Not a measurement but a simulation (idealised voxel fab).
Process module, titled voxel lift off
This is section cut - it's 250 nm across, gridded in 5 nm square cells.
When this document writes out a cross-section, it uses a grid of square cells and lists it as bands, beginning at the top and moving down, with a band standing for one or more rows of cells. The entry gives the band's vertical extent as a top height and a bottom height in nm, then its horizontal make-up as materials from left to right, each with a width in nm. "air" stands for empty space; a single material marked "everywhere" fills the band edge to edge. Basically, 0 is our baseline, since under it the wafer straight out of the box is all one material. The bottom band has no lower end and keeps on going down, so it looks like "0..down". The width entry "30 to 40" should be interpreted row by row: the top row of cells in the band takes the first number, the bottom row takes the second number, and the change between adjacent rows is uniform throughout. "everything unchanged" means the step left every cell of the cross-section as it was. "Sealed voids": sealed empty spaces, 8 cells or more, no open way to top, listed width x height at distance, with distance from the left edge and width, height and distance in nm. The remark found on a step's line after its settings is issued by the simulator itself and pertains to that step. Each step line may optionally specify "overlay nm", which for a step with a mask gives the rightward distance between the mask's planned place and where it lay, a negative value indicating the leftward direction.
## plan
1. RECEIVE: material Si
2. CONFORMAL_DEP: material SiO2, thk nm 15
3. PATTERN: tone open, mask id LINES, material resist, width nm 15, pitch nm 30, thk nm 25, overlay nm 0
4. DIRECTIONAL_DEP: material Ru, thk nm 15
5. STRIP: etch materials resist
6. CONFORMAL_DEP: material SiCN, thk nm 5
## The cross-section here shows the wafer as received, i.e. in its state after step 1
> 0..down | Si everywhere
> Sealed voids: none
## first wafer at the end, as planned
> 35..30 | 80 nm air, then 25 nm SiCN, then 5 nm air, then 25 nm SiCN, then 5 nm air, then 25 nm SiCN, then 85 nm air
> 30..20 | 80 nm air, then 5 nm SiCN, then 15 nm Ru, then 5 nm SiCN, then 5 nm air, then 5 nm SiCN, then 15 nm Ru, then 5 nm SiCN, then 5 nm air, then 5 nm SiCN, then 15 nm Ru, then 5 nm SiCN, then 85 nm air
> 20..15 | 85 nm SiCN, then 15 nm Ru, then 15 nm SiCN, then 15 nm Ru, then 15 nm SiCN, then 15 nm Ru, then 90 nm SiCN
> 15..0 | SiO2 everywhere
> 0..down | Si everywhere
> Sealed voids: none
## Second wafer through the module, sectioned at the end: same beginning and same plan as the first wafer, with one mistake in carrying it out
> 30..25 | 80 nm air, then 25 nm SiCN, then 5 nm air, then 25 nm SiCN, then 5 nm air, then 25 nm SiCN, then 85 nm air
> 25..15 | 80 nm air, then 5 nm SiCN, then 15 nm Ru, then 5 nm SiCN, then 5 nm air, then 5 nm SiCN, then 15 nm Ru, then 5 nm SiCN, then 5 nm air, then 5 nm SiCN, then 15 nm Ru, then 5 nm SiCN, then 85 nm air
> 15..10 | 85 nm SiCN, then 15 nm Ru, then 15 nm SiCN, then 15 nm Ru, then 15 nm SiCN, then 15 nm Ru, then 90 nm SiCN
> 10..0 | SiO2 everywhere
> 0..down | Si everywhere
> Sealed voids: none
Plan not followed: in deviation from the planned setting, step 2 was conducted as CONFORMAL_DEP: material SiO2, thk nm 10
Heads up, by the end the second wafer has more or fewer cells of some materials compared to the first: 50 fewer of SiO2
